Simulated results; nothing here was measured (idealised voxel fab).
The process module presented herein is designated voxel transistor to metal.
Shown is cross-section cut, with a width of 150 nm and square cells of size 5 nm.
Bands, listed from the top down, are how a cross-section gets written in this document; the cross-section itself is a grid of square cells, and a band is one or more rows of them.
The entry gives the band's vertical extent as a top height and a bottom height in nm, then its horizontal make-up as materials from left to right, each with a width in nm. "empty" stands for empty space; a single material marked "edge to edge" fills the band edge to edge.
Height is counted from the level 0, under which the received wafer is composed throughout of one material. The lowest of the bands is not closed at the bottom but continues downward, in the notation "top 0, no bottom".
A width such as "30..40" changes by the same amount from each row of cells to the next, from the band's top row to its bottom row.
No cell of the cross-section changed in a step that is given as "same as before".
"Unvented internal voids" - sealed voids, min. 8 cells, no opening to top; format: width x height at distance (distance from left edge; nm throughout).
Post-settings text on a step line: simulator's own remark regarding the step.
overlay nm, on a step with a mask: how far to the right of its planned place the mask lay; to the left if negative
-- Planned step list for the process
1: RECEIVE [material Si]
2: CONFORMAL_DEP [material SiO2] [thk nm 5]
3: CONFORMAL_DEP [material SiN] [thk nm 10]
4: PATTERN [tone cover] [mask id ACTIVE] [material resist] [width nm 115] [thk nm 15] [overlay nm 0]
5: DIRECTIONAL_ETCH [etch materials SiN] [depth nm 10]
6: DIRECTIONAL_ETCH [etch materials SiO2] [depth nm 5]
7: DIRECTIONAL_ETCH [etch materials Si] [depth nm 20]
8: STRIP [etch materials resist]
9: FILL_DEP [material SiO2] [thk nm 15]
10: CMP [height nm 15]
11: SELECTIVE_ETCH [etch materials SiO2] [depth nm 10]
12: STRIP [etch materials SiN]
13: SELECTIVE_ETCH [etch materials SiO2] [depth nm 5]
14: OXIDIZE [depth nm 5]
15: DIRECTIONAL_DEP [material polySi] [thk nm 20]
16: DIRECTIONAL_DEP [material SiCN] [thk nm 10]
17: DIRECTIONAL_DEP [material aC] [thk nm 10]
18: PATTERN [tone cover] [mask id GATE] [material resist] [width nm 25] [thk nm 30] [overlay nm 0]
19: DIRECTIONAL_ETCH [etch materials aC] [depth nm 10]
20: STRIP [etch materials resist]
21: DIRECTIONAL_ETCH [etch materials SiCN] [depth nm 20]
22: DIRECTIONAL_ETCH [etch materials polySi] [depth nm 30]
23: STRIP [etch materials aC]
24: CONFORMAL_DEP [material SiN] [thk nm 5]
25: DIRECTIONAL_ETCH [etch materials SiN] [depth nm 5]
26: DIRECTIONAL_ETCH [etch materials SiO2] [depth nm 5]
27: DIRECTIONAL_ETCH [etch materials Si] [depth nm 5]
28: EPI [material SiGe] [thk nm 10]
29: FILL_DEP [material SiO2] [thk nm 10]
30: CMP [height nm 20]
31: STRIP [etch materials polySi]
32: SELECTIVE_ETCH [etch materials SiO2] [depth nm 5]
33: CONFORMAL_DEP [material HfO2] [thk nm 5]
34: CONFORMAL_DEP [material TiN] [thk nm 5]
35: FILL_DEP [material W] [thk nm 5]
36: CMP [height nm 15]
37: DIRECTIONAL_DEP [material SiO2] [thk nm 10]
38: PATTERN [tone open] [mask id CONTACT] [material resist] [width nm 15] [pitch nm 90] [thk nm 20] [overlay nm 0]
39: DIRECTIONAL_ETCH [etch materials SiO2] [depth nm 25]
40: STRIP [etch materials resist]
41: CONFORMAL_DEP [material TiN] [thk nm 5]
42: FILL_DEP [material W] [thk nm 5]
43: CMP [height nm 25]
44: CONFORMAL_DEP [material SiCN] [thk nm 5]
45: DIRECTIONAL_DEP [material lowk] [thk nm 20]
46: PATTERN [tone open] [mask id METAL_1] [material resist] [width nm 15] [pitch nm 90] [thk nm 15] [overlay nm 0]
47: DIRECTIONAL_ETCH [etch materials lowk] [depth nm 20]
48: DIRECTIONAL_ETCH [etch materials SiCN] [depth nm 5]
49: STRIP [etch materials resist]
50: CONFORMAL_DEP [material TiN] [thk nm 5]
51: FILL_DEP [material Ru] [thk nm 5]
52: CMP [height nm 50]
53: EPI [material Ru] [thk nm 5]
54: FILL_DEP [material SiCN] [thk nm 5]
varied across the wafers: width nm of step 18. The plan shows the first wafer's value. All wafers start alike
-- Cross-section, first of several wafers, as delivered after step 1
    top 0, no bottom: Si edge to edge
    Unvented internal voids: none
-- Here is how to read the rows: every wafer has a row, and it shows the wafer at the end of the module, giving for each material how many cells were gained (+) or lost (-) since the wafer was received, then listing its closed voids
width nm 25; +13 HfO2; +18 Ru; -67 Si; +74 SiCN; +38 SiGe; +6 SiN; +121 SiO2; +51 TiN; +10 W; +96 lowk; Unvented internal voids: none
width nm 30; +14 HfO2; +18 Ru; -66 Si; +74 SiCN; +36 SiGe; +6 SiN; +118 SiO2; +52 TiN; +12 W; +96 lowk; Unvented internal voids: none
width nm 35; +15 HfO2; +18 Ru; -65 Si; +74 SiCN; +34 SiGe; +6 SiN; +115 SiO2; +53 TiN; +14 W; +96 lowk; Unvented internal voids: none
width nm 40; +16 HfO2; +18 Ru; -64 Si; +74 SiCN; +32 SiGe; +6 SiN; +112 SiO2; +54 TiN; +16 W; +96 lowk; Unvented internal voids: none
width nm 45; +17 HfO2; +18 Ru; -63 Si; +74 SiCN; +30 SiGe; +6 SiN; +109 SiO2; +55 TiN; +18 W; +96 lowk; Unvented internal voids: none
width nm 50; +18 HfO2; +18 Ru; -62 Si; +74 SiCN; +28 SiGe; +6 SiN; +107 SiO2; +56 TiN; +19 W; +96 lowk; Unvented internal voids: none
